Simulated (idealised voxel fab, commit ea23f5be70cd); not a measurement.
Documented hereafter: the process module known as voxel tone inversion.
Cross-section cut: width 200 nm, square cells of 5 nm.
In this document a cross-section is written as a grid of square cells. It is given as a series of bands, listed from the top down, and a band is one or more rows of cells.
The entry gives the band's vertical extent as a top height and a bottom height in nm, then its horizontal make-up as materials from left to right, each with a width in nm. "blank" stands for empty space; a single material marked "throughout" fills the band edge to edge.
Where do heights start? At 0: under that level the wafer as delivered is made of one material only. And the lowest band has no floor; it just carries on downward, as in "z 0 and below".
With a width like "30->40", each row of cells in the band differs from the next by the same amount, the top row carrying the first number and the bottom row the second.
Key: "everything unchanged" - step with no changed cell in the cross-section.
Entry "Closed void list" = empty spaces >= 8 cells with no open way to the top; each as width x height at distance, distance from left edge, all nm.
Formally, on a step line, whatever follows the settings is a remark that the simulator itself makes on the step.
Each step line may optionally specify "overlay nm", which for a step with a mask gives the rightward distance between the mask's planned place and where it lay, a negative value indicating the leftward direction.

Listed below are the process steps as planned:
| 1 | RECEIVE [material Si] |
| 2 | CONFORMAL_DEP [material SiN] [thk nm 10] |
| 3 | DIRECTIONAL_DEP [material polySi] [thk nm 15] |
| 4 | PATTERN [tone cover] [mask id POSTS] [material resist] [width nm 15] [pitch nm 35] [thk nm 25] [overlay nm 0] |
| 5 | DIRECTIONAL_ETCH [etch materials polySi] [depth nm 15] |
| 6 | STRIP [etch materials resist] |
| 7 | FILL_DEP [material SiO2] [thk nm 10] |
| 8 | CMP [height nm 25] |
| 9 | STRIP [etch materials polySi] |
| 10 | CONFORMAL_DEP [material TiN] [thk nm 5] |
| 11 | FILL_DEP [material Ru] [thk nm 10] |
| 12 | CMP [height nm 25] |
| 13 | CONFORMAL_DEP [material SiN] [thk nm 5] |

First wafer, two in total, run as planned:

As-received state of the wafer in cross-section, equivalent to post-step 1:
	z 0 and below  Si throughout
	Closed void list: none

Step 2 complete: cross-section through the wafer:
	z 10 to 0  SiN throughout
	Below 0 it's all the same as before, nothing changed down there.

Step 3 complete: cross-section through the wafer:
	z 25 to 10  polySi throughout
	Below 10 it's all the same as before, nothing changed down there.

Step 4 complete: cross-section through the wafer:
	z 50 to 25  blank 55 nm  resist 15 nm  blank 20 nm  resist 15 nm  blank 20 nm  resist 15 nm  blank 60 nm
	Below 25 it's all the same as before, nothing changed down there.

Step 5 complete: cross-section through the wafer:
	z 50 to 25  blank 55 nm  resist 15 nm  blank 20 nm  resist 15 nm  blank 20 nm  resist 15 nm  blank 60 nm
	z 25 to 10  blank 55 nm  polySi 15 nm  blank 20 nm  polySi 15 nm  blank 20 nm  polySi 15 nm  blank 60 nm
	Below 10 it's all the same as before, nothing changed down there.

Step 6 complete: cross-section through the wafer:
	z 25 to 10  blank 55 nm  polySi 15 nm  blank 20 nm  polySi 15 nm  blank 20 nm  polySi 15 nm  blank 60 nm
	Below 10 it's all the same as before, nothing changed down there.

Step 7 complete: cross-section through the wafer:
	z 35 to 25  SiO2 throughout
	z 25 to 10  SiO2 55 nm  polySi 15 nm  SiO2 20 nm  polySi 15 nm  SiO2 20 nm  polySi 15 nm  SiO2 60 nm
	Below 10 it's all the same as before, nothing changed down there.

Step 8 complete: cross-section through the wafer:
	z 25 to 10  SiO2 55 nm  polySi 15 nm  SiO2 20 nm  polySi 15 nm  SiO2 20 nm  polySi 15 nm  SiO2 60 nm
	Below 10 it's all the same as before, nothing changed down there.

Step 9 complete: cross-section through the wafer:
	z 25 to 10  SiO2 55 nm  blank 15 nm  SiO2 20 nm  blank 15 nm  SiO2 20 nm  blank 15 nm  SiO2 60 nm
	Below 10 it's all the same as before, nothing changed down there.

Step 10 complete: cross-section through the wafer:
	z 30 to 25  TiN 60 nm  blank 5 nm  TiN 30 nm  blank 5 nm  TiN 30 nm  blank 5 nm  TiN 65 nm
	z 25 to 15  SiO2 55 nm  TiN 5 nm  blank 5 nm  TiN 5 nm  SiO2 20 nm  TiN 5 nm  blank 5 nm  TiN 5 nm  SiO2 20 nm  TiN 5 nm  blank 5 nm  TiN 5 nm  SiO2 60 nm
	z 15 to 10  SiO2 55 nm  TiN 15 nm  SiO2 20 nm  TiN 15 nm  SiO2 20 nm  TiN 15 nm  SiO2 60 nm
	Below 10 it's all the same as before, nothing changed down there.

Step 11 complete: cross-section through the wafer:
	z 40 to 30  Ru throughout
	z 30 to 25  TiN 60 nm  Ru 5 nm  TiN 30 nm  Ru 5 nm  TiN 30 nm  Ru 5 nm  TiN 65 nm
	z 25 to 15  SiO2 55 nm  TiN 5 nm  Ru 5 nm  TiN 5 nm  SiO2 20 nm  TiN 5 nm  Ru 5 nm  TiN 5 nm  SiO2 20 nm  TiN 5 nm  Ru 5 nm  TiN 5 nm  SiO2 60 nm
	Below 15 it's all the same as before, nothing changed down there.

Step 12 complete: cross-section through the wafer:
	z 25 to 15  SiO2 55 nm  TiN 5 nm  Ru 5 nm  TiN 5 nm  SiO2 20 nm  TiN 5 nm  Ru 5 nm  TiN 5 nm  SiO2 20 nm  TiN 5 nm  Ru 5 nm  TiN 5 nm  SiO2 60 nm
	Below 15 it's all the same as before, nothing changed down there.

Step 13 complete: cross-section through the wafer:
	z 30 to 25  SiN throughout
	Below 25 it's all the same as before, nothing changed down there.

Wafer two: like wafer one in start and plan, but with one mistake in execution; identical up to and including step 1:

Cross-section, second wafer, at the end time the plan gives for step 2:
	z 15 to 0  polySi throughout
	Below 0 it's all the same as before, nothing changed down there.

Cross-section, second wafer, at the end time the plan gives for step 3:
	z 25 to 15  SiN throughout
	Below 15 it's all the same as before, nothing changed down there.

Cross-section, second wafer, at the end time the plan gives for step 4:
	z 50 to 25  blank 55 nm  resist 15 nm  blank 20 nm  resist 15 nm  blank 20 nm  resist 15 nm  blank 60 nm
	Below 25 it's all the same as before, nothing changed down there.

Cross-section, second wafer, at the end time the plan gives for step 5: everything unchanged

Cross-section, second wafer, at the end time the plan gives for step 6:
	z 25 to 15  SiN throughout
	Below 15 it's all the same as before, nothing changed down there.

Cross-section, second wafer, at the end time the plan gives for step 7:
	z 35 to 25  SiO2 throughout
	Below 25 it's all the same as before, nothing changed down there.

Cross-section, second wafer, at the end time the plan gives for step 8:
	z 25 to 15  SiN throughout
	Below 15 it's all the same as before, nothing changed down there.

Cross-section, second wafer, at the end time the plan gives for step 9: everything unchanged

Cross-section, second wafer, at the end time the plan gives for step 10:
	z 30 to 25  TiN throughout
	Below 25 it's all the same as before, nothing changed down there.

Cross-section, second wafer, at the end time the plan gives for step 11:
	z 40 to 30  Ru throughout
	Below 30 it's all the same as before, nothing changed down there.

Cross-section, second wafer, at the end time the plan gives for step 12:
	z 25 to 15  SiN throughout
	Below 15 it's all the same as before, nothing changed down there.

Cross-section, second wafer, at the end time the plan gives for step 13:
	z 30 to 15  SiN throughout
	Below 15 it's all the same as before, nothing changed down there.
Error vs. plan: steps 2 and 3 of the plan were each performed in the slot designated for the other
End check, counted in cells, second wafer has more or fewer of these materials than the first: Ru -6 | SiO2 -93 | TiN -21 | polySi +120
